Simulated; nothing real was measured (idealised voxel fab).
The process module that follows is named voxel transistor to metal.
Section cut is 300 nm wide and gridded with 5 nm square cells.
How to read a cross-section here: the picture is a grid of square cells, written as bands going from the top down, and any band can span one or more rows of cells. Read a band's entry like this: the first values are the height of its top and the height of its bottom in nm, and what follows is the sequence of materials from left to right, each with its width in nm. Note that "blank" is empty space, and that a single material marked "everywhere" reaches across the band from edge to edge. Height reference: 0 = level under which incoming wafer is all one material. Lowest band: no bottom, runs on downward, e.g. "top 0, no bottom". Note: "30 to 40" means the width goes from the first number (top row of the band) to the second number (bottom row) in equal steps per row of cells. The cross-section has no changed cell in any step marked "no modifications". Heads up: "Fully enclosed voids" only lists the empty pockets with no open path to the top that are 8 cells or more, and it writes them as width x height at distance, distance from the left edge, in nm. That trailing text on a step's line, after the settings, is the simulator's own remark on the step. You can add "overlay nm" to a step's line. For a step with a mask, it describes how far the mask lay to the right of its planned position, and a negative number describes a lay to the left.

**plan**
1,RECEIVE [material Si]
2,CONFORMAL_DEP [material SiO2] [thk nm 5]
3,CONFORMAL_DEP [material SiN] [thk nm 10]
4,DIRECTIONAL_DEP [material aC] [thk nm 15]
5,PATTERN [tone cover] [mask id ACTIVE] [material resist] [width nm 105] [pitch nm 135] [thk nm 30] [overlay nm 0]
6,DIRECTIONAL_ETCH [etch materials aC] [depth nm 15]
7,STRIP [etch materials resist]
8,DIRECTIONAL_ETCH [etch materials SiN] [depth nm 10]
9,DIRECTIONAL_ETCH [etch materials SiO2] [depth nm 5]
10,DIRECTIONAL_ETCH [etch materials Si] [depth nm 35]
11,STRIP [etch materials aC]
12,FILL_DEP [material SiO2] [thk nm 15]
13,CMP [height nm 15]
14,SELECTIVE_ETCH [etch materials SiO2] [depth nm 5]
15,STRIP [etch materials SiN]
16,SELECTIVE_ETCH [etch materials SiO2] [depth nm 5]
17,OXIDIZE [depth nm 5]
18,DIRECTIONAL_DEP [material polySi] [thk nm 20]
19,DIRECTIONAL_DEP [material SiCN] [thk nm 15]
20,DIRECTIONAL_DEP [material aC] [thk nm 15]
21,PATTERN [tone cover] [mask id GATE] [material resist] [width nm 25] [pitch nm 135] [thk nm 30] [overlay nm 0]
22,DIRECTIONAL_ETCH [etch materials aC] [depth nm 15]
23,STRIP [etch materials resist]
24,DIRECTIONAL_ETCH [etch materials SiCN] [depth nm 25]
25,DIRECTIONAL_ETCH [etch materials polySi] [depth nm 30]
26,STRIP [etch materials aC]
27,CONFORMAL_DEP [material SiO2] [thk nm 5]
28,DIRECTIONAL_ETCH [etch materials SiO2] [depth nm 5]
29,CONFORMAL_DEP [material SiN] [thk nm 5]
30,DIRECTIONAL_ETCH [etch materials SiN] [depth nm 5]
31,DIRECTIONAL_ETCH [etch materials SiO2] [depth nm 5]
32,DIRECTIONAL_ETCH [etch materials Si] [depth nm 15]
33,EPI [material nSi] [thk nm 15]
34,FILL_DEP [material SiO2] [thk nm 10]
35,CMP [height nm 35]
36,DIRECTIONAL_DEP [material SiO2] [thk nm 15]
37,PATTERN [tone open] [mask id CONTACT] [material resist] [width nm 20] [thk nm 15] [overlay nm 0]
38,DIRECTIONAL_ETCH [etch materials SiO2] [depth nm 40]
39,STRIP [etch materials resist]
40,CONFORMAL_DEP [material TiN] [thk nm 5]
41,FILL_DEP [material W] [thk nm 5]
42,CMP [height nm 50]
43,CONFORMAL_DEP [material SiCN] [thk nm 5]
44,DIRECTIONAL_DEP [material SiO2] [thk nm 25]
45,PATTERN [tone open] [mask id METAL_1] [material resist] [width nm 20] [thk nm 15] [overlay nm 0]
46,DIRECTIONAL_ETCH [etch materials SiO2] [depth nm 25]
47,DIRECTIONAL_ETCH [etch materials SiCN] [depth nm 5]
48,STRIP [etch materials resist]
49,CONFORMAL_DEP [material TiN] [thk nm 5]
50,FILL_DEP [material W] [thk nm 10]
51,CMP [height nm 80]
52,CONFORMAL_DEP [material SiCN] [thk nm 5]

**Incoming wafer, cross-sectional view, post step 1**
* top 0, no bottom: Si everywhere
* Fully enclosed voids: none

**First of two wafers: cross-section at end of module, run per plan**
* top 85, bottom 80: SiCN everywhere
* top 80, bottom 55: SiO2 35 / TiN 5 / W 10 / TiN 5 / SiO2 55 / TiN 5 / W 10 / TiN 5 / SiO2 40 / TiN 5 / W 10 / TiN 5 / SiO2 55 / TiN 5 / W 10 / TiN 5 / SiO2 35
* top 55, bottom 50: SiCN 35 / TiN 20 / SiCN 55 / TiN 20 / SiCN 40 / TiN 20 / SiCN 55 / TiN 20 / SiCN 35
* top 50, bottom 35: SiO2 35 / TiN 5 / W 10 / TiN 5 / SiO2 55 / TiN 5 / W 10 / TiN 5 / SiO2 40 / TiN 5 / W 10 / TiN 5 / SiO2 55 / TiN 5 / W 10 / TiN 5 / SiO2 35
* top 35, bottom 20: SiO2 35 / TiN 5 / W 10 / TiN 5 / SiO2 5 / SiN 5 / SiO2 5 / SiCN 25 / SiO2 5 / SiN 5 / SiO2 5 / TiN 5 / W 10 / TiN 5 / SiO2 40 / TiN 5 / W 10 / TiN 5 / SiO2 5 / SiN 5 / SiO2 5 / SiCN 25 / SiO2 5 / SiN 5 / SiO2 5 / TiN 5 / W 10 / TiN 5 / SiO2 35
* top 20, bottom 15: SiO2 35 / TiN 5 / W 10 / TiN 5 / SiO2 5 / SiN 5 / SiO2 5 / polySi 25 / SiO2 5 / SiN 5 / SiO2 5 / TiN 5 / W 10 / TiN 5 / SiO2 40 / TiN 5 / W 10 / TiN 5 / SiO2 5 / SiN 5 / SiO2 5 / polySi 25 / SiO2 5 / SiN 5 / SiO2 5 / TiN 5 / W 10 / TiN 5 / SiO2 35
* top 15, bottom 10: SiO2 35 / TiN 20 / SiO2 5 / SiN 5 / SiO2 5 / polySi 25 / SiO2 5 / SiN 5 / SiO2 5 / TiN 20 / SiO2 40 / TiN 20 / SiO2 5 / SiN 5 / SiO2 5 / polySi 25 / SiO2 5 / SiN 5 / SiO2 5 / TiN 20 / SiO2 35
* top 10, bottom 5: SiO2 30 / nSi 30 / SiN 5 / SiO2 5 / polySi 25 / SiO2 5 / SiN 5 / nSi 30 / SiO2 30 / nSi 30 / SiN 5 / SiO2 5 / polySi 25 / SiO2 5 / SiN 5 / nSi 30 / SiO2 30
* top 5, bottom 0: SiO2 30 / SiN 5 / nSi 25 / SiN 5 / SiO2 5 / polySi 25 / SiO2 5 / SiN 5 / nSi 25 / SiN 5 / SiO2 30 / SiN 5 / nSi 25 / SiN 5 / SiO2 5 / polySi 25 / SiO2 5 / SiN 5 / nSi 25 / SiN 5 / SiO2 30
* top 0, bottom -5: SiO2 35 / nSi 25 / SiO2 45 / nSi 25 / SiO2 40 / nSi 25 / SiO2 45 / nSi 25 / SiO2 35
* top -5, bottom -20: SiO2 30 / Si 5 / nSi 25 / Si 45 / nSi 25 / Si 5 / SiO2 30 / Si 5 / nSi 25 / Si 45 / nSi 25 / Si 5 / SiO2 30
* top -20, bottom -35: SiO2 30 / Si 105 / SiO2 30 / Si 105 / SiO2 30
* top -35, no bottom: Si everywhere
* Fully enclosed voids: none

**The second wafer, shown in cross-section after the module: started the same way as the first and given the same plan, yet one mistake crept into how it was run**
* top 85, bottom 80: SiCN everywhere
* top 80, bottom 55: SiO2 35 / TiN 5 / W 10 / TiN 5 / SiO2 55 / TiN 5 / W 10 / TiN 5 / SiO2 40 / TiN 5 / W 10 / TiN 5 / SiO2 55 / TiN 5 / W 10 / TiN 5 / SiO2 35
* top 55, bottom 50: SiCN 35 / TiN 20 / SiCN 55 / TiN 20 / SiCN 40 / TiN 20 / SiCN 55 / TiN 20 / SiCN 35
* top 50, bottom 35: SiO2 35 / TiN 5 / W 10 / TiN 5 / SiO2 55 / TiN 5 / W 10 / TiN 5 / SiO2 40 / TiN 5 / W 10 / TiN 5 / SiO2 55 / TiN 5 / W 10 / TiN 5 / SiO2 35
* top 35, bottom 20: SiO2 35 / TiN 5 / W 10 / TiN 5 / SiO2 10 / SiN 5 / SiCN 25 / SiN 5 / SiO2 10 / TiN 5 / W 10 / TiN 5 / SiO2 40 / TiN 5 / W 10 / TiN 5 / SiO2 10 / SiN 5 / SiCN 25 / SiN 5 / SiO2 10 / TiN 5 / W 10 / TiN 5 / SiO2 35
* top 20, bottom 15: SiO2 35 / TiN 5 / W 10 / TiN 5 / SiO2 10 / SiN 5 / polySi 25 / SiN 5 / SiO2 10 / TiN 5 / W 10 / TiN 5 / SiO2 40 / TiN 5 / W 10 / TiN 5 / SiO2 10 / SiN 5 / polySi 25 / SiN 5 / SiO2 10 / TiN 5 / W 10 / TiN 5 / SiO2 35
* top 15, bottom 10: SiO2 35 / TiN 20 / SiO2 10 / SiN 5 / polySi 25 / SiN 5 / SiO2 10 / TiN 20 / SiO2 40 / TiN 20 / SiO2 10 / SiN 5 / polySi 25 / SiN 5 / SiO2 10 / TiN 20 / SiO2 35
* top 10, bottom 0: SiO2 50 / nSi 15 / SiN 5 / polySi 25 / SiN 5 / nSi 15 / SiO2 70 / nSi 15 / SiN 5 / polySi 25 / SiN 5 / nSi 15 / SiO2 50
* top 0, bottom -5: SiO2 25 / SiN 5 / SiO2 20 / nSi 15 / SiN 5 / SiO2 25 / SiN 5 / nSi 15 / SiO2 20 / SiN 5 / SiO2 20 / SiN 5 / SiO2 20 / nSi 15 / SiN 5 / SiO2 25 / SiN 5 / nSi 15 / SiO2 20 / SiN 5 / SiO2 25
* top -5, bottom -20: SiO2 30 / nSi 35 / Si 35 / nSi 35 / SiO2 30 / nSi 35 / Si 35 / nSi 35 / SiO2 30
* top -20, bottom -35: SiO2 30 / Si 105 / SiO2 30 / Si 105 / SiO2 30
* top -35, no bottom: Si everywhere
* Fully enclosed voids: none
Error vs. plan: plan step 27 skipped
At the finish, the second wafer shows more or fewer cells for some materials than the first does: Si -24, SiN +4, SiO2 +24, nSi -4
